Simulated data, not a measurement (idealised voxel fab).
Name of the process module below: voxel transistor to metal
Xsec cut, 285 nm wide, square cell size 5 nm.
Notation: cross-section as square-cell grid; stated in bands, top first, going down; one or more cell rows per band. What a band's entry tells you: where the top is and where the bottom is, as heights in nm, and after that what lies inside, material by material from left to right, each with its width in nm. Empty space is written as the word "blank", and a single material marked with the word "edge to edge" occupies the band from edge to edge. Ref level 0: as-received wafer is one material below here. Bottom band extends down with no lower bound ("z 0 and below"). So if you see something like "30->40" for the width, read it as the top row of the band sitting at the first number and the bottom row at the second, with every row in between moving by the same amount as the last. What does "nothing changed" mean for a step? It means no cell of the cross-section changed in that step. Closed void inventory: empty space of 8 cells or more with no open way to the top, each as width x height at its distance from the left edge, in nm. Anything after a step's settings on that line? It's the simulator's own note about the step. Regarding "overlay nm": on a step with a mask, it is the distance the mask lay to the right of its planned place; a negative value places it to the left.

The steps planned for the process are as follows:
1 RECEIVE [material Si]
2 CONFORMAL_DEP [material SiO2] [thk nm 5]
3 CONFORMAL_DEP [material SiN] [thk nm 10]
4 DIRECTIONAL_DEP [material aC] [thk nm 10]
5 PATTERN [tone cover] [mask id ACTIVE] [material resist] [width nm 90] [pitch nm 115] [thk nm 25] [overlay nm 0]
6 DIRECTIONAL_ETCH [etch materials aC] [depth nm 10]
7 STRIP [etch materials resist]
8 DIRECTIONAL_ETCH [etch materials SiN] [depth nm 10]
9 DIRECTIONAL_ETCH [etch materials SiO2] [depth nm 5]
10 DIRECTIONAL_ETCH [etch materials Si] [depth nm 25]
11 STRIP [etch materials aC]
12 FILL_DEP [material SiO2] [thk nm 10]
13 CMP [height nm 15]
14 SELECTIVE_ETCH [etch materials SiO2] [depth nm 10]
15 STRIP [etch materials SiN]
16 SELECTIVE_ETCH [etch materials SiO2] [depth nm 5]
17 OXIDIZE [depth nm 5]
18 DIRECTIONAL_DEP [material polySi] [thk nm 30]
19 DIRECTIONAL_DEP [material SiCN] [thk nm 15]
20 PATTERN [tone cover] [mask id GATE] [material resist] [width nm 20] [pitch nm 115] [thk nm 20] [overlay nm 0]
21 DIRECTIONAL_ETCH [etch materials SiCN] [depth nm 25]
22 DIRECTIONAL_ETCH [etch materials polySi] [depth nm 40]
23 STRIP [etch materials resist]
24 CONFORMAL_DEP [material SiO2] [thk nm 5]
25 DIRECTIONAL_ETCH [etch materials SiO2] [depth nm 5]
26 CONFORMAL_DEP [material SiN] [thk nm 5]
27 DIRECTIONAL_ETCH [etch materials SiN] [depth nm 5]
28 DIRECTIONAL_ETCH [etch materials SiO2] [depth nm 5]
29 DIRECTIONAL_ETCH [etch materials Si] [depth nm 10]
30 EPI [material SiGe] [thk nm 15]
31 FILL_DEP [material SiO2] [thk nm 5]
32 CMP [height nm 45]
33 DIRECTIONAL_DEP [material SiO2] [thk nm 15]
34 PATTERN [tone open] [mask id CONTACT] [material resist] [width nm 15] [thk nm 20] [overlay nm 0]
35 DIRECTIONAL_ETCH [etch materials SiO2] [depth nm 60]
36 STRIP [etch materials resist]
37 CONFORMAL_DEP [material TiN] [thk nm 5]
38 FILL_DEP [material Ru] [thk nm 10]
39 CMP [height nm 60]
40 CONFORMAL_DEP [material SiCN] [thk nm 5]
41 DIRECTIONAL_DEP [material lowk] [thk nm 15]
42 PATTERN [tone open] [mask id METAL_1] [material resist] [width nm 15] [thk nm 15] [overlay nm 0]
43 DIRECTIONAL_ETCH [etch materials lowk] [depth nm 15]
44 DIRECTIONAL_ETCH [etch materials SiCN] [depth nm 5]
45 STRIP [etch materials resist]
46 CONFORMAL_DEP [material TiN] [thk nm 5]
47 FILL_DEP [material W] [thk nm 5]
48 CMP [height nm 80]
49 CONFORMAL_DEP [material SiCN] [thk nm 5]
50 DIRECTIONAL_DEP [material lowk] [thk nm 30]
51 DIRECTIONAL_DEP [material aC] [thk nm 15]
52 PATTERN [tone open] [mask id METAL_2] [material resist] [width nm 15] [pitch nm 115] [thk nm 30] [overlay nm 0]
53 DIRECTIONAL_ETCH [etch materials aC] [depth nm 15]
54 STRIP [etch materials resist]
55 DIRECTIONAL_ETCH [etch materials lowk] [depth nm 20]
56 STRIP [etch materials aC]
57 PATTERN [tone open] [mask id METAL_2_HOLES] [material resist] [width nm 15] [pitch nm 115] [thk nm 20] [overlay nm -15]
58 DIRECTIONAL_ETCH [etch materials lowk] [depth nm 10]
59 DIRECTIONAL_ETCH [etch materials SiCN] [depth nm 5]
60 STRIP [etch materials resist]
61 CONFORMAL_DEP [material TiN] [thk nm 5]
62 FILL_DEP [material Cu] [thk nm 5]
63 CMP [height nm 115]
64 CONFORMAL_DEP [material SiN] [thk nm 5]
The plan shows the overlay nm of step 57 as the first wafer had it; this setting differs between the wafers, which start out alike.

This is how the first of several wafers looked in cross-section when it arrived, which is after step 1:
- z 0 and below  Si edge to edge
- Closed void inventory: none

Basically each wafer gets a line in the table, showing it at the end of the module: material by material, the cells it gained (+) or lost (-) since we got it, then its closed voids:
overlay nm -15, +12 Cu, +36 Ru, -181 Si, +126 SiCN, +88 SiGe, +93 SiN, +541 SiO2, +152 TiN, +12 W, +441 lowk, +48 polySi, Closed void inventory: none
overlay nm -10, +10 Cu, +36 Ru, -181 Si, +124 SiCN, +88 SiGe, +93 SiN, +541 SiO2, +156 TiN, +12 W, +441 lowk, +48 polySi, Closed void inventory: none
overlay nm -5, +8 Cu, +36 Ru, -181 Si, +122 SiCN, +88 SiGe, +93 SiN, +541 SiO2, +160 TiN, +12 W, +441 lowk, +48 polySi, Closed void inventory: none
overlay nm 0, +12 Cu, +36 Ru, -181 Si, +120 SiCN, +88 SiGe, +93 SiN, +541 SiO2, +158 TiN, +12 W, +441 lowk, +48 polySi, Closed void inventory: none
overlay nm 5, +8 Cu, +36 Ru, -181 Si, +122 SiCN, +88 SiGe, +93 SiN, +541 SiO2, +160 TiN, +12 W, +441 lowk, +48 polySi, Closed void inventory: none
overlay nm 10, +10 Cu, +36 Ru, -181 Si, +124 SiCN, +88 SiGe, +93 SiN, +541 SiO2, +156 TiN, +12 W, +441 lowk, +48 polySi, Closed void inventory: none
overlay nm 15, +12 Cu, +36 Ru, -181 Si, +126 SiCN, +88 SiGe, +93 SiN, +541 SiO2, +152 TiN, +12 W, +441 lowk, +48 polySi, Closed void inventory: none
